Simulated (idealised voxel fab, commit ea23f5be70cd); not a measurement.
Presented below is a process module, voxel wiring stack.
For reference, the cross-section in this document is cut, with width 190 nm and square cells of 5 nm.
Cross-section format: a grid of square cells, given as bands from top to bottom; each band is one or more rows of cells. The entry gives the band's vertical extent as a top height and a bottom height in nm, then its horizontal make-up as materials from left to right, each with a width in nm. "blank" stands for empty space; a single material marked "all across" fills the band edge to edge. Below 0: as-received wafer, all one material; heights counted from there. Lowest band: no bottom, goes on down, written "z 0 and below". Note: "30 to 40" means the width goes from the first number (top row of the band) to the second number (bottom row) in equal steps per row of cells. Any step labelled "same as before" changed none of the cells in the cross-section. "Closed voids list" - sealed voids, min. 8 cells, no opening to top; format: width x height at distance (distance from left edge; nm throughout). Note: text after step settings on the step line = simulator remark on that step. For masked steps, "overlay nm" on the step line gives how far right of plan the mask actually lay; a minus sign means it lay to the left.

The planned process steps are enumerated hereunder:
step 1: RECEIVE [material Si]
step 2: CONFORMAL_DEP [material SiO2] [thk nm 10]
step 3: DIRECTIONAL_DEP [material TiN] [thk nm 5]
step 4: DIRECTIONAL_DEP [material Ru] [thk nm 20]
step 5: MASKED_ETCH [tone cover] [mask id METAL_1] [width nm 25] [pitch nm 40] [etch materials Ru] [depth nm 20] [overlay nm 0]
step 6: MASKED_ETCH [tone cover] [mask id METAL_1] [width nm 25] [pitch nm 40] [etch materials TiN] [depth nm 5] [overlay nm 0]
step 7: FILL_DEP [material SiO2] [thk nm 10]
step 8: CMP [height nm 35]
step 9: CONFORMAL_DEP [material SiCN] [thk nm 5]
step 10: DIRECTIONAL_DEP [material lowk] [thk nm 30]
step 11: PATTERN [tone open] [mask id METAL_2_HOLES] [material resist] [width nm 15] [thk nm 20] [overlay nm 0]
step 12: DIRECTIONAL_ETCH [etch materials lowk] [depth nm 30]
step 13: STRIP [etch materials resist]
step 14: DIRECTIONAL_DEP [material aC] [thk nm 10]
step 15: PATTERN [tone open] [mask id METAL_2] [material resist] [width nm 25] [pitch nm 40] [thk nm 30] [overlay nm 0]
step 16: DIRECTIONAL_ETCH [etch materials aC] [depth nm 10]
step 17: STRIP [etch materials resist]
step 18: DIRECTIONAL_ETCH [etch materials lowk] [depth nm 20]
step 19: DIRECTIONAL_ETCH [etch materials SiCN] [depth nm 5]
step 20: STRIP [etch materials aC]
step 21: CONFORMAL_DEP [material TiN] [thk nm 5]
step 22: FILL_DEP [material Cu] [thk nm 10]
step 23: CMP [height nm 70]
step 24: CONFORMAL_DEP [material SiCN] [thk nm 5]
step 25: DIRECTIONAL_DEP [material SiO2] [thk nm 35]
step 26: MASKED_ETCH [tone open] [mask id METAL_3] [width nm 25] [pitch nm 40] [etch materials SiO2] [depth nm 20] [overlay nm 0]
step 27: DIRECTIONAL_DEP [material aC] [thk nm 10]
step 28: PATTERN [tone open] [mask id METAL_3_HOLES] [material resist] [width nm 15] [pitch nm 40] [thk nm 25] [overlay nm 0]
step 29: DIRECTIONAL_ETCH [etch materials aC] [depth nm 10]
step 30: STRIP [etch materials resist]
step 31: DIRECTIONAL_ETCH [etch materials SiO2] [depth nm 15]
step 32: DIRECTIONAL_ETCH [etch materials SiCN] [depth nm 5]
step 33: STRIP [etch materials aC]
step 34: CONFORMAL_DEP [material TiN] [thk nm 5]
step 35: FILL_DEP [material Ru] [thk nm 10]
step 36: CMP [height nm 110]
step 37: CONFORMAL_DEP [material SiCN] [thk nm 5]
step 38: DIRECTIONAL_DEP [material SiO2] [thk nm 25]
step 39: PATTERN [tone open] [mask id METAL_4] [material resist] [width nm 25] [pitch nm 40] [thk nm 15] [overlay nm 0]
step 40: DIRECTIONAL_ETCH [etch materials SiO2] [depth nm 15]
step 41: STRIP [etch materials resist]
step 42: MASKED_ETCH [tone open] [mask id METAL_4_HOLES] [width nm 15] [etch materials SiO2] [depth nm 10] [overlay nm 0]
step 43: MASKED_ETCH [tone open] [mask id METAL_4_HOLES] [width nm 15] [etch materials SiCN] [depth nm 5] [overlay nm 0]
step 44: CONFORMAL_DEP [material TiN] [thk nm 5]
step 45: FILL_DEP [material Cu] [thk nm 5]
step 46: CMP [height nm 140]
step 47: CONFORMAL_DEP [material SiCN] [thk nm 5]

First wafer out of two, processed as planned:

Here's what the wafer looked like in cross-section when it arrived - that's after step 1:
    z 0 and below | Si all across
    Closed voids list: none

Sectional view: wafer, after step 2:
    z 10 to 0 | SiO2 all across
    Under 0: no change, same as before.

Sectional view: wafer, after step 3:
    z 15 to 10 | TiN all across
    Under 10: no change, same as before.

Sectional view: wafer, after step 4:
    z 35 to 15 | Ru all across
    Under 15: no change, same as before.

Sectional view: wafer, after step 5:
    z 35 to 15 | blank (60) / Ru (25) / blank (15) / Ru (25) / blank (65)
    Under 15: no change, same as before.

Sectional view: wafer, after step 6:
    z 35 to 15 | blank (60) / Ru (25) / blank (15) / Ru (25) / blank (65)
    z 15 to 10 | blank (60) / TiN (25) / blank (15) / TiN (25) / blank (65)
    Under 10: no change, same as before.

Sectional view: wafer, after step 7:
    z 45 to 35 | SiO2 all across
    z 35 to 15 | SiO2 (60) / Ru (25) / SiO2 (15) / Ru (25) / SiO2 (65)
    z 15 to 10 | SiO2 (60) / TiN (25) / SiO2 (15) / TiN (25) / SiO2 (65)
    Under 10: no change, same as before.

Sectional view: wafer, after step 8:
    z 35 to 15 | SiO2 (60) / Ru (25) / SiO2 (15) / Ru (25) / SiO2 (65)
    Under 15: no change, same as before.

Sectional view: wafer, after step 9:
    z 40 to 35 | SiCN all across
    Under 35: no change, same as before.

Sectional view: wafer, after step 10:
    z 70 to 40 | lowk all across
    Under 40: no change, same as before.

Sectional view: wafer, after step 11:
    z 90 to 70 | resist (60) / blank (15) / resist (115)
    Under 70: no change, same as before.

Sectional view: wafer, after step 12:
    z 90 to 70 | resist (60) / blank (15) / resist (115)
    z 70 to 40 | lowk (60) / blank (15) / lowk (115)
    Under 40: no change, same as before.

Sectional view: wafer, after step 13:
    z 70 to 40 | lowk (60) / blank (15) / lowk (115)
    Under 40: no change, same as before.

Sectional view: wafer, after step 14:
    z 80 to 70 | aC (60) / blank (15) / aC (115)
    z 70 to 50 | lowk (60) / blank (15) / lowk (115)
    z 50 to 40 | lowk (60) / aC (15) / lowk (115)
    Under 40: no change, same as before.

Sectional view: wafer, after step 15:
    z 110 to 80 | resist (60) / blank (25) / resist (15) / blank (25) / resist (65)
    Under 80: no change, same as before.

Sectional view: wafer, after step 16:
    z 100 to 80 | resist (60) / blank (25) / resist (15) / blank (25) / resist (65)
    z 80 to 70 | aC (60) / blank (25) / aC (15) / blank (25) / aC (65)
    z 70 to 40 | lowk (60) / blank (15) / lowk (115)
    Under 40: no change, same as before.

Sectional view: wafer, after step 17:
    z 80 to 70 | aC (60) / blank (25) / aC (15) / blank (25) / aC (65)
    Under 70: no change, same as before.

Sectional view: wafer, after step 18:
    z 80 to 70 | aC (60) / blank (25) / aC (15) / blank (25) / aC (65)
    z 70 to 50 | lowk (60) / blank (25) / lowk (15) / blank (25) / lowk (65)
    Under 50: no change, same as before.

Sectional view: wafer, after step 19:
    z 80 to 70 | aC (60) / blank (25) / aC (15) / blank (25) / aC (65)
    z 70 to 50 | lowk (60) / blank (25) / lowk (15) / blank (25) / lowk (65)
    z 50 to 40 | lowk (60) / blank (15) / lowk (115)
    z 40 to 35 | SiCN (60) / blank (15) / SiCN (115)
    Under 35: no change, same as before.

Sectional view: wafer, after step 20:
    z 70 to 50 | lowk (60) / blank (25) / lowk (15) / blank (25) / lowk (65)
    Under 50: no change, same as before.

Sectional view: wafer, after step 21:
    z 75 to 70 | TiN (65) / blank (15) / TiN (25) / blank (15) / TiN (70)
    z 70 to 55 | lowk (60) / TiN (5) / blank (15) / TiN (5) / lowk (15) / TiN (5) / blank (15) / TiN (5) / lowk (65)
    z 55 to 50 | lowk (60) / TiN (5) / blank (5) / TiN (15) / lowk (15) / TiN (25) / lowk (65)
    z 50 to 40 | lowk (60) / TiN (5) / blank (5) / TiN (5) / lowk (115)
    z 40 to 35 | SiCN (60) / TiN (15) / SiCN (115)
    Under 35: no change, same as before.

Sectional view: wafer, after step 22:
    z 85 to 75 | Cu all across
    z 75 to 70 | TiN (65) / Cu (15) / TiN (25) / Cu (15) / TiN (70)
    z 70 to 55 | lowk (60) / TiN (5) / Cu (15) / TiN (5) / lowk (15) / TiN (5) / Cu (15) / TiN (5) / lowk (65)
    z 55 to 50 | lowk (60) / TiN (5) / Cu (5) / TiN (15) / lowk (15) / TiN (25) / lowk (65)
    z 50 to 40 | lowk (60) / TiN (5) / Cu (5) / TiN (5) / lowk (115)
    Under 40: no change, same as before.

Sectional view: wafer, after step 23:
    z 70 to 55 | lowk (60) / TiN (5) / Cu (15) / TiN (5) / lowk (15) / TiN (5) / Cu (15) / TiN (5) / lowk (65)
    Under 55: no change, same as before.

Sectional view: wafer, after step 24:
    z 75 to 70 | SiCN all across
    Under 70: no change, same as before.

Sectional view: wafer, after step 25:
    z 110 to 75 | SiO2 all across
    Under 75: no change, same as before.

Sectional view: wafer, after step 26:
    z 110 to 90 | SiO2 (60) / blank (25) / SiO2 (15) / blank (25) / SiO2 (65)
    Under 90: no change, same as before.

Sectional view: wafer, after step 27:
    z 120 to 110 | aC (60) / blank (25) / aC (15) / blank (25) / aC (65)
    z 110 to 100 | SiO2 (60) / blank (25) / SiO2 (15) / blank (25) / SiO2 (65)
    z 100 to 90 | SiO2 (60) / aC (25) / SiO2 (15) / aC (25) / SiO2 (65)
    Under 90: no change, same as before.

Sectional view: wafer, after step 28:
    z 145 to 120 | resist (60) / blank (15) / resist (25) / blank (15) / resist (75)
    z 120 to 110 | aC (60) / blank (15) / resist (10) / aC (15) / blank (15) / resist (10) / aC (65)
    z 110 to 100 | SiO2 (60) / blank (15) / resist (10) / SiO2 (15) / blank (15) / resist (10) / SiO2 (65)
    Under 100: no change, same as before.

Sectional view: wafer, after step 29:
    z 135 to 120 | resist (60) / blank (15) / resist (25) / blank (15) / resist (75)
    z 120 to 110 | aC (60) / blank (15) / resist (10) / aC (15) / blank (15) / resist (10) / aC (65)
    z 110 to 100 | SiO2 (60) / blank (15) / resist (10) / SiO2 (15) / blank (15) / resist (10) / SiO2 (65)
    z 100 to 90 | SiO2 (60) / blank (15) / aC (10) / SiO2 (15) / blank (15) / aC (10) / SiO2 (65)
    Under 90: no change, same as before.

Sectional view: wafer, after step 30:
    z 120 to 110 | aC (60) / blank (25) / aC (15) / blank (25) / aC (65)
    z 110 to 100 | SiO2 (60) / blank (25) / SiO2 (15) / blank (25) / SiO2 (65)
    Under 100: no change, same as before.

Sectional view: wafer, after step 31:
    z 120 to 110 | aC (60) / blank (25) / aC (15) / blank (25) / aC (65)
    z 110 to 100 | SiO2 (60) / blank (25) / SiO2 (15) / blank (25) / SiO2 (65)
    z 100 to 90 | SiO2 (60) / blank (15) / aC (10) / SiO2 (15) / blank (15) / aC (10) / SiO2 (65)
    z 90 to 75 | SiO2 (60) / blank (15) / SiO2 (25) / blank (15) / SiO2 (75)
    Under 75: no change, same as before.

Sectional view: wafer, after step 32:
    z 120 to 110 | aC (60) / blank (25) / aC (15) / blank (25) / aC (65)
    z 110 to 100 | SiO2 (60) / blank (25) / SiO2 (15) / blank (25) / SiO2 (65)
    z 100 to 90 | SiO2 (60) / blank (15) / aC (10) / SiO2 (15) / blank (15) / aC (10) / SiO2 (65)
    z 90 to 75 | SiO2 (60) / blank (15) / SiO2 (25) / blank (15) / SiO2 (75)
    z 75 to 70 | SiCN (60) / blank (15) / SiCN (25) / blank (15) / SiCN (75)
    Under 70: no change, same as before.

Sectional view: wafer, after step 33:
    z 110 to 90 | SiO2 (60) / blank (25) / SiO2 (15) / blank (25) / SiO2 (65)
    Under 90: no change, same as before.

Sectional view: wafer, after step 34:
    z 115 to 110 | TiN (65) / blank (15) / TiN (25) / blank (15) / TiN (70)
    z 110 to 95 | SiO2 (60) / TiN (5) / blank (15) / TiN (5) / SiO2 (15) / TiN (5) / blank (15) / TiN (5) / SiO2 (65)
    z 95 to 90 | SiO2 (60) / TiN (5) / blank (5) / TiN (15) / SiO2 (15) / TiN (5) / blank (5) / TiN (15) / SiO2 (65)
    z 90 to 75 | SiO2 (60) / TiN (5) / blank (5) / TiN (5) / SiO2 (25) / TiN (5) / blank (5) / TiN (5) / SiO2 (75)
    z 75 to 70 | SiCN (60) / TiN (15) / SiCN (25) / TiN (15) / SiCN (75)
    Under 70: no change, same as before.

Sectional view: wafer, after step 35:
    z 125 to 115 | Ru all across
    z 115 to 110 | TiN (65) / Ru (15) / TiN (25) / Ru (15) / TiN (70)
    z 110 to 95 | SiO2 (60) / TiN (5) / Ru (15) / TiN (5) / SiO2 (15) / TiN (5) / Ru (15) / TiN (5) / SiO2 (65)
    z 95 to 90 | SiO2 (60) / TiN (5) / Ru (5) / TiN (15) / SiO2 (15) / TiN (5) / Ru (5) / TiN (15) / SiO2 (65)
    z 90 to 75 | SiO2 (60) / TiN (5) / Ru (5) / TiN (5) / SiO2 (25) / TiN (5) / Ru (5) / TiN (5) / SiO2 (75)
    Under 75: no change, same as before.

Sectional view: wafer, after step 36:
    z 110 to 95 | SiO2 (60) / TiN (5) / Ru (15) / TiN (5) / SiO2 (15) / TiN (5) / Ru (15) / TiN (5) / SiO2 (65)
    Under 95: no change, same as before.

Sectional view: wafer, after step 37:
    z 115 to 110 | SiCN all across
    Under 110: no change, same as before.

Sectional view: wafer, after step 38:
    z 140 to 115 | SiO2 all across
    Under 115: no change, same as before.

Sectional view: wafer, after step 39:
    z 155 to 140 | resist (60) / blank (25) / resist (15) / blank (25) / resist (65)
    Under 140: no change, same as before.

Sectional view: wafer, after step 40:
    z 155 to 140 | resist (60) / blank (25) / resist (15) / blank (25) / resist (65)
    z 140 to 125 | SiO2 (60) / blank (25) / SiO2 (15) / blank (25) / SiO2 (65)
    Under 125: no change, same as before.

Sectional view: wafer, after step 41:
    z 140 to 125 | SiO2 (60) / blank (25) / SiO2 (15) / blank (25) / SiO2 (65)
    Under 125: no change, same as before.

Sectional view: wafer, after step 42:
    z 140 to 125 | SiO2 (60) / blank (25) / SiO2 (15) / blank (25) / SiO2 (65)
    z 125 to 115 | SiO2 (60) / blank (15) / SiO2 (115)
    Under 115: no change, same as before.

Sectional view: wafer, after step 43:
    z 140 to 125 | SiO2 (60) / blank (25) / SiO2 (15) / blank (25) / SiO2 (65)
    z 125 to 115 | SiO2 (60) / blank (15) / SiO2 (115)
    z 115 to 110 | SiCN (60) / blank (15) / SiCN (115)
    Under 110: no change, same as before.

Sectional view: wafer, after step 44:
    z 145 to 140 | TiN (65) / blank (15) / TiN (25) / blank (15) / TiN (70)
    z 140 to 130 | SiO2 (60) / TiN (5) / blank (15) / TiN (5) / SiO2 (15) / TiN (5) / blank (15) / TiN (5) / SiO2 (65)
    z 130 to 125 | SiO2 (60) / TiN (5) / blank (5) / TiN (15) / SiO2 (15) / TiN (25) / SiO2 (65)
    z 125 to 115 | SiO2 (60) / TiN (5) / blank (5) / TiN (5) / SiO2 (115)
    z 115 to 110 | SiCN (60) / TiN (15) / SiCN (115)
    Under 110: no change, same as before.

Sectional view: wafer, after step 45:
    z 150 to 145 | Cu all across
    z 145 to 140 | TiN (65) / Cu (15) / TiN (25) / Cu (15) / TiN (70)
    z 140 to 130 | SiO2 (60) / TiN (5) / Cu (15) / TiN (5) / SiO2 (15) / TiN (5) / Cu (15) / TiN (5) / SiO2 (65)
    z 130 to 125 | SiO2 (60) / TiN (5) / Cu (5) / TiN (15) / SiO2 (15) / TiN (25) / SiO2 (65)
    z 125 to 115 | SiO2 (60) / TiN (5) / Cu (5) / TiN (5) / SiO2 (115)
    Under 115: no change, same as before.

Sectional view: wafer, after step 46:
    z 140 to 130 | SiO2 (60) / TiN (5) / Cu (15) / TiN (5) / SiO2 (15) / TiN (5) / Cu (15) / TiN (5) / SiO2 (65)
    Under 130: no change, same as before.

Sectional view: wafer, after step 47:
    z 145 to 140 | SiCN all across
    Under 140: no change, same as before.

Companion wafer, the second of two: same beginning, same intended sequence, one mistake in carrying it out; through step 8 inclusive it tracks the first exactly:

Cross-section, second wafer, at the end time the plan gives for step 9:
    z 65 to 35 | lowk all across
    Under 35: no change, same as before.

Cross-section, second wafer, at the end time the plan gives for step 10:
    z 70 to 65 | SiCN all across
    Under 65: no change, same as before.

Cross-section, second wafer, at the end time the plan gives for step 11:
    z 90 to 70 | resist (60) / blank (15) / resist (115)
    Under 70: no change, same as before.

Cross-section, second wafer, at the end time the plan gives for step 12: same as before

Cross-section, second wafer, at the end time the plan gives for step 13:
    z 70 to 65 | SiCN all across
    Under 65: no change, same as before.

Cross-section, second wafer, at the end time the plan gives for step 14:
    z 80 to 70 | aC all across
    Under 70: no change, same as before.

Cross-section, second wafer, at the end time the plan gives for step 15:
    z 110 to 80 | resist (60) / blank (25) / resist (15) / blank (25) / resist (65)
    Under 80: no change, same as before.

Cross-section, second wafer, at the end time the plan gives for step 16:
    z 100 to 80 | resist (60) / blank (25) / resist (15) / blank (25) / resist (65)
    z 80 to 70 | aC (60) / blank (25) / aC (15) / blank (25) / aC (65)
    Under 70: no change, same as before.

Cross-section, second wafer, at the end time the plan gives for step 17:
    z 80 to 70 | aC (60) / blank (25) / aC (15) / blank (25) / aC (65)
    Under 70: no change, same as before.

Cross-section, second wafer, at the end time the plan gives for step 18: same as before

Cross-section, second wafer, at the end time the plan gives for step 19:
    z 80 to 70 | aC (60) / blank (25) / aC (15) / blank (25) / aC (65)
    z 70 to 65 | SiCN (60) / blank (25) / SiCN (15) / blank (25) / SiCN (65)
    Under 65: no change, same as before.

Cross-section, second wafer, at the end time the plan gives for step 20:
    z 70 to 65 | SiCN (60) / blank (25) / SiCN (15) / blank (25) / SiCN (65)
    Under 65: no change, same as before.

Cross-section, second wafer, at the end time the plan gives for step 21:
    z 75 to 70 | TiN (65) / blank (15) / TiN (25) / blank (15) / TiN (70)
    z 70 to 65 | SiCN (60) / TiN (25) / SiCN (15) / TiN (25) / SiCN (65)
    Under 65: no change, same as before.

Cross-section, second wafer, at the end time the plan gives for step 22:
    z 85 to 75 | Cu all across
    z 75 to 70 | TiN (65) / Cu (15) / TiN (25) / Cu (15) / TiN (70)
    Under 70: no change, same as before.

Cross-section, second wafer, at the end time the plan gives for step 23:
    z 70 to 65 | SiCN (60) / TiN (25) / SiCN (15) / TiN (25) / SiCN (65)
    Under 65: no change, same as before.

Cross-section, second wafer, at the end time the plan gives for step 24:
    z 75 to 70 | SiCN all across
    Under 70: no change, same as before.

Cross-section, second wafer, at the end time the plan gives for step 25:
    z 110 to 75 | SiO2 all across
    Under 75: no change, same as before.

Cross-section, second wafer, at the end time the plan gives for step 26:
    z 110 to 90 | SiO2 (60) / blank (25) / SiO2 (15) / blank (25) / SiO2 (65)
    Under 90: no change, same as before.

Cross-section, second wafer, at the end time the plan gives for step 27:
    z 120 to 110 | aC (60) / blank (25) / aC (15) / blank (25) / aC (65)
    z 110 to 100 | SiO2 (60) / blank (25) / SiO2 (15) / blank (25) / SiO2 (65)
    z 100 to 90 | SiO2 (60) / aC (25) / SiO2 (15) / aC (25) / SiO2 (65)
    Under 90: no change, same as before.

Cross-section, second wafer, at the end time the plan gives for step 28:
    z 145 to 120 | resist (60) / blank (15) / resist (25) / blank (15) / resist (75)
    z 120 to 110 | aC (60) / blank (15) / resist (10) / aC (15) / blank (15) / resist (10) / aC (65)
    z 110 to 100 | SiO2 (60) / blank (15) / resist (10) / SiO2 (15) / blank (15) / resist (10) / SiO2 (65)
    Under 100: no change, same as before.

Cross-section, second wafer, at the end time the plan gives for step 29:
    z 135 to 120 | resist (60) / blank (15) / resist (25) / blank (15) / resist (75)
    z 120 to 110 | aC (60) / blank (15) / resist (10) / aC (15) / blank (15) / resist (10) / aC (65)
    z 110 to 100 | SiO2 (60) / blank (15) / resist (10) / SiO2 (15) / blank (15) / resist (10) / SiO2 (65)
    z 100 to 90 | SiO2 (60) / blank (15) / aC (10) / SiO2 (15) / blank (15) / aC (10) / SiO2 (65)
    Under 90: no change, same as before.

Cross-section, second wafer, at the end time the plan gives for step 30:
    z 120 to 110 | aC (60) / blank (25) / aC (15) / blank (25) / aC (65)
    z 110 to 100 | SiO2 (60) / blank (25) / SiO2 (15) / blank (25) / SiO2 (65)
    Under 100: no change, same as before.

Cross-section, second wafer, at the end time the plan gives for step 31:
    z 120 to 110 | aC (60) / blank (25) / aC (15) / blank (25) / aC (65)
    z 110 to 100 | SiO2 (60) / blank (25) / SiO2 (15) / blank (25) / SiO2 (65)
    z 100 to 90 | SiO2 (60) / blank (15) / aC (10) / SiO2 (15) / blank (15) / aC (10) / SiO2 (65)
    z 90 to 75 | SiO2 (60) / blank (15) / SiO2 (25) / blank (15) / SiO2 (75)
    Under 75: no change, same as before.

Cross-section, second wafer, at the end time the plan gives for step 32:
    z 120 to 110 | aC (60) / blank (25) / aC (15) / blank (25) / aC (65)
    z 110 to 100 | SiO2 (60) / blank (25) / SiO2 (15) / blank (25) / SiO2 (65)
    z 100 to 90 | SiO2 (60) / blank (15) / aC (10) / SiO2 (15) / blank (15) / aC (10) / SiO2 (65)
    z 90 to 75 | SiO2 (60) / blank (15) / SiO2 (25) / blank (15) / SiO2 (75)
    z 75 to 70 | SiCN (60) / blank (15) / SiCN (25) / blank (15) / SiCN (75)
    Under 70: no change, same as before.

Cross-section, second wafer, at the end time the plan gives for step 33:
    z 110 to 90 | SiO2 (60) / blank (25) / SiO2 (15) / blank (25) / SiO2 (65)
    Under 90: no change, same as before.

Cross-section, second wafer, at the end time the plan gives for step 34:
    z 115 to 110 | TiN (65) / blank (15) / TiN (25) / blank (15) / TiN (70)
    z 110 to 95 | SiO2 (60) / TiN (5) / blank (15) / TiN (5) / SiO2 (15) / TiN (5) / blank (15) / TiN (5) / SiO2 (65)
    z 95 to 90 | SiO2 (60) / TiN (5) / blank (5) / TiN (15) / SiO2 (15) / TiN (5) / blank (5) / TiN (15) / SiO2 (65)
    z 90 to 75 | SiO2 (60) / TiN (5) / blank (5) / TiN (5) / SiO2 (25) / TiN (5) / blank (5) / TiN (5) / SiO2 (75)
    z 75 to 65 | SiCN (60) / TiN (15 to 25) / SiCN (25 to 15) / TiN (15 to 25) / SiCN (75 to 65)
    Under 65: no change, same as before.

Cross-section, second wafer, at the end time the plan gives for step 35:
    z 125 to 115 | Ru all across
    z 115 to 110 | TiN (65) / Ru (15) / TiN (25) / Ru (15) / TiN (70)
    z 110 to 95 | SiO2 (60) / TiN (5) / Ru (15) / TiN (5) / SiO2 (15) / TiN (5) / Ru (15) / TiN (5) / SiO2 (65)
    z 95 to 90 | SiO2 (60) / TiN (5) / Ru (5) / TiN (15) / SiO2 (15) / TiN (5) / Ru (5) / TiN (15) / SiO2 (65)
    z 90 to 75 | SiO2 (60) / TiN (5) / Ru (5) / TiN (5) / SiO2 (25) / TiN (5) / Ru (5) / TiN (5) / SiO2 (75)
    Under 75: no change, same as before.

Cross-section, second wafer, at the end time the plan gives for step 36:
    z 110 to 95 | SiO2 (60) / TiN (5) / Ru (15) / TiN (5) / SiO2 (15) / TiN (5) / Ru (15) / TiN (5) / SiO2 (65)
    Under 95: no change, same as before.

Cross-section, second wafer, at the end time the plan gives for step 37:
    z 115 to 110 | SiCN all across
    Under 110: no change, same as before.

Cross-section, second wafer, at the end time the plan gives for step 38:
    z 140 to 115 | SiO2 all across
    Under 115: no change, same as before.

Cross-section, second wafer, at the end time the plan gives for step 39:
    z 155 to 140 | resist (60) / blank (25) / resist (15) / blank (25) / resist (65)
    Under 140: no change, same as before.

Cross-section, second wafer, at the end time the plan gives for step 40:
    z 155 to 140 | resist (60) / blank (25) / resist (15) / blank (25) / resist (65)
    z 140 to 125 | SiO2 (60) / blank (25) / SiO2 (15) / blank (25) / SiO2 (65)
    Under 125: no change, same as before.

Cross-section, second wafer, at the end time the plan gives for step 41:
    z 140 to 125 | SiO2 (60) / blank (25) / SiO2 (15) / blank (25) / SiO2 (65)
    Under 125: no change, same as before.

Cross-section, second wafer, at the end time the plan gives for step 42:
    z 140 to 125 | SiO2 (60) / blank (25) / SiO2 (15) / blank (25) / SiO2 (65)
    z 125 to 115 | SiO2 (60) / blank (15) / SiO2 (115)
    Under 115: no change, same as before.

Cross-section, second wafer, at the end time the plan gives for step 43:
    z 140 to 125 | SiO2 (60) / blank (25) / SiO2 (15) / blank (25) / SiO2 (65)
    z 125 to 115 | SiO2 (60) / blank (15) / SiO2 (115)
    z 115 to 110 | SiCN (60) / blank (15) / SiCN (115)
    Under 110: no change, same as before.

Cross-section, second wafer, at the end time the plan gives for step 44:
    z 145 to 140 | TiN (65) / blank (15) / TiN (25) / blank (15) / TiN (70)
    z 140 to 130 | SiO2 (60) / TiN (5) / blank (15) / TiN (5) / SiO2 (15) / TiN (5) / blank (15) / TiN (5) / SiO2 (65)
    z 130 to 125 | SiO2 (60) / TiN (5) / blank (5) / TiN (15) / SiO2 (15) / TiN (25) / SiO2 (65)
    z 125 to 115 | SiO2 (60) / TiN (5) / blank (5) / TiN (5) / SiO2 (115)
    z 115 to 110 | SiCN (60) / TiN (15) / SiCN (115)
    Under 110: no change, same as before.

Cross-section, second wafer, at the end time the plan gives for step 45:
    z 150 to 145 | Cu all across
    z 145 to 140 | TiN (65) / Cu (15) / TiN (25) / Cu (15) / TiN (70)
    z 140 to 130 | SiO2 (60) / TiN (5) / Cu (15) / TiN (5) / SiO2 (15) / TiN (5) / Cu (15) / TiN (5) / SiO2 (65)
    z 130 to 125 | SiO2 (60) / TiN (5) / Cu (5) / TiN (15) / SiO2 (15) / TiN (25) / SiO2 (65)
    z 125 to 115 | SiO2 (60) / TiN (5) / Cu (5) / TiN (5) / SiO2 (115)
    Under 115: no change, same as before.

Cross-section, second wafer, at the end time the plan gives for step 46:
    z 140 to 130 | SiO2 (60) / TiN (5) / Cu (15) / TiN (5) / SiO2 (15) / TiN (5) / Cu (15) / TiN (5) / SiO2 (65)
    Under 130: no change, same as before.

Cross-section, second wafer, at the end time the plan gives for step 47:
    z 145 to 140 | SiCN all across
    Under 140: no change, same as before.
Processing error: steps 9 and 10 of the plan were each performed in the slot designated for the other
FYI, end of process, the second wafer has more or fewer cells of some materials than the first: 21 fewer of Cu, 7 fewer of SiCN, 18 fewer of TiN, 46 more of lowk
